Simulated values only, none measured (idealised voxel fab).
Presented below is a process module, voxel tone inversion.
Square cells of 5 nm make up the cross-section cut, whose width is 140 nm.
Cross-section layout: square cells on a grid; listed as bands, top to bottom; a band spans one or more cell rows. Band: top height; bottom height; in nm. Then, left to right: material with width in nm, for each material. "full width": a single material spanning edge to edge. "blank": empty space. Zero point of the height axis is 0; under it, received wafer = one material. Lowest band: continues down indefinitely, "z 0 and below". Width spec "30 to 40" -> top row of cells at first value, bottom row at second value, equal per-row change in between. Basically "nothing altered" means that step didn't change any cell in the cross-section. "Trapped cavities" lists enclosed empty spaces (at least 8 cells, no open path upward to the top), each as width x height at distance from the left edge, in nm. Heads up: the bit after the settings on a step's line is the simulator's remark on that step. Each step line may optionally specify "overlay nm", which for a step with a mask gives the rightward distance between the mask's planned place and where it lay, a negative value indicating the leftward direction.
# These are the steps we planned for the process
1: RECEIVE: material Si
2: CONFORMAL_DEP: material SiCN, thk nm 10
3: DIRECTIONAL_DEP: material aC, thk nm 15
4: PATTERN: tone cover, mask id POSTS, material resist, width nm 15, pitch nm 30, thk nm 25, overlay nm 0
5: DIRECTIONAL_ETCH: etch materials aC, depth nm 15
6: STRIP: etch materials resist
7: FILL_DEP: material lowk, thk nm 10
8: CMP: height nm 25
9: STRIP: etch materials aC
Quick note for whoever runs this: the wafers start identical, but the depth nm at step 5 isn't the same across them. The plan just shows what the first wafer had.
# As received, i.e. after step 1: cross-section through the first of several wafers
	z 0 and below | Si full width
	Trapped cavities: none
# Basically each wafer gets a line in the table, showing it at the end of the module: material by material, the cells it gained (+) or lost (-) since we got it, then its closed voids
depth nm 15 | +56 SiCN | +66 lowk | Trapped cavities: none
depth nm 20 | +56 SiCN | +66 lowk | Trapped cavities: none
depth nm 25 | +56 SiCN | +66 lowk | Trapped cavities: none
depth nm 30 | +56 SiCN | +12 aC | +72 lowk | Trapped cavities: none
